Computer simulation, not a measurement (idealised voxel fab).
The process module that follows is named voxel self aligned vias.
Square cells of 5 nm make up the cross-section cut, whose width is 290 nm.
A cross-section is written here as square cells arranged in a grid, and it is given in bands from the top down, each band taking up one or more rows of cells. In this notation a band is specified by the heights of its top and bottom, in that order and in nm, after which its materials appear from left to right, each paired with its width in nm. The word "edge to edge" attached to a single material means that material fills the band from edge to edge; the word "air" stands for empty space. Beneath 0, the wafer as received is one material, and that level is where height counting begins. The lowest band goes on downward without a bottom; it is written like "0..down". A two-number width, for instance "30 to 40", indicates that the width is equal to the first number in the top row of the band and to the second number in the bottom row, and that it changes by a constant amount per row of cells. It should be understood that the words "left unchanged", when stated for a given step, signify that the cross-section underwent no change in any of its cells during that step. "Closed cavities" contains a list of empty spaces, each no smaller than 8 cells and without an open way to the top, written in the form width x height at distance with the distance from the left edge and all three in nm. Text after the settings on a step's line: the simulator's own remark on that step. overlay nm: right-of-plan distance of the mask on a masked step; negative values mean left-of-plan.
The following list gives the planned process steps
step 1: op RECEIVE | material Si
step 2: op CONFORMAL_DEP | material SiO2 | thk nm 15
step 3: op CONFORMAL_DEP | material SiCN | thk nm 5
step 4: op DIRECTIONAL_DEP | material SiO2 | thk nm 20
step 5: op PATTERN | tone open | mask id LINES | material resist | width nm 25 | pitch nm 55 | thk nm 15 | overlay nm 0
step 6: op DIRECTIONAL_ETCH | etch materials SiO2 | depth nm 20
step 7: op STRIP | etch materials resist
step 8: op CONFORMAL_DEP | material TiN | thk nm 5
step 9: op FILL_DEP | material Ru | thk nm 5
step 10: op CMP | height nm 40
step 11: op SELECTIVE_ETCH | etch materials W Ru TiN | depth nm 10
step 12: op FILL_DEP | material SiN | thk nm 10
step 13: op CMP | height nm 40
step 14: op DIRECTIONAL_DEP | material SiO2 | thk nm 15
step 15: op DIRECTIONAL_DEP | material aC | thk nm 15
step 16: op PATTERN | tone open | mask id VIAS | material resist | width nm 35 | pitch nm 55 | thk nm 35 | overlay nm 0
step 17: op DIRECTIONAL_ETCH | etch materials aC | depth nm 15
step 18: op STRIP | etch materials resist
step 19: op DIRECTIONAL_ETCH | etch materials SiO2 | depth nm 15
step 20: op DIRECTIONAL_ETCH | etch materials SiN | depth nm 10
step 21: op STRIP | etch materials aC
step 22: op CONFORMAL_DEP | material TiN | thk nm 5
step 23: op FILL_DEP | material Ru | thk nm 5
step 24: op CMP | height nm 55
step 25: op CONFORMAL_DEP | material SiCN | thk nm 5
Delivered wafer in cross-section: state after step 1
> 0..down  Si edge to edge
> Closed cavities: none
First wafer of two, sectioned at end of module; run went per plan
> 60..55  SiCN edge to edge
> 55..45  100 of SiO2, 5 of TiN, 25 of Ru, 5 of TiN, 20 of SiO2, 5 of TiN, 25 of Ru, 5 of TiN, 100 of SiO2
> 45..35  100 to 105 of SiO2, 10 to 5 of TiN, 15 of Ru, 10 to 5 of TiN, 20 to 30 of SiO2, 10 to 5 of TiN, 15 of Ru, 10 to 5 of TiN, 100 to 105 of SiO2
> 35..30  105 of SiO2, 25 of TiN, 30 of SiO2, 25 of TiN, 105 of SiO2
> 30..25  105 of SiO2, 5 of TiN, 15 of Ru, 5 of TiN, 30 of SiO2, 5 of TiN, 15 of Ru, 5 of TiN, 105 of SiO2
> 25..20  105 of SiO2, 25 of TiN, 30 of SiO2, 25 of TiN, 105 of SiO2
> 20..15  SiCN edge to edge
> 15..0  SiO2 edge to edge
> 0..down  Si edge to edge
> Closed cavities: none
Second wafer of the two, sectioned at the end of the module. It began like the first and followed the same plan, but one mistake was made while running it
> 60..55  SiCN edge to edge
> 55..45  100 of SiO2, 5 of TiN, 25 of Ru, 5 of TiN, 20 of SiO2, 5 of TiN, 25 of Ru, 5 of TiN, 100 of SiO2
> 45..40  100 of SiO2, 10 of TiN, 15 of Ru, 10 of TiN, 20 of SiO2, 10 of TiN, 15 of Ru, 10 of TiN, 100 of SiO2
> 40..35  105 of SiO2, 25 of TiN, 30 of SiO2, 25 of TiN, 105 of SiO2
> 35..30  SiCN edge to edge
> 30..0  SiO2 edge to edge
> 0..down  Si edge to edge
> Closed cavities: none
Against the plan, the run slipped here: execution of plan step 2 occurred twice
at the end the second wafer has, in cells: Ru: 12 fewer, SiO2: 30 more, TiN: 18 fewer
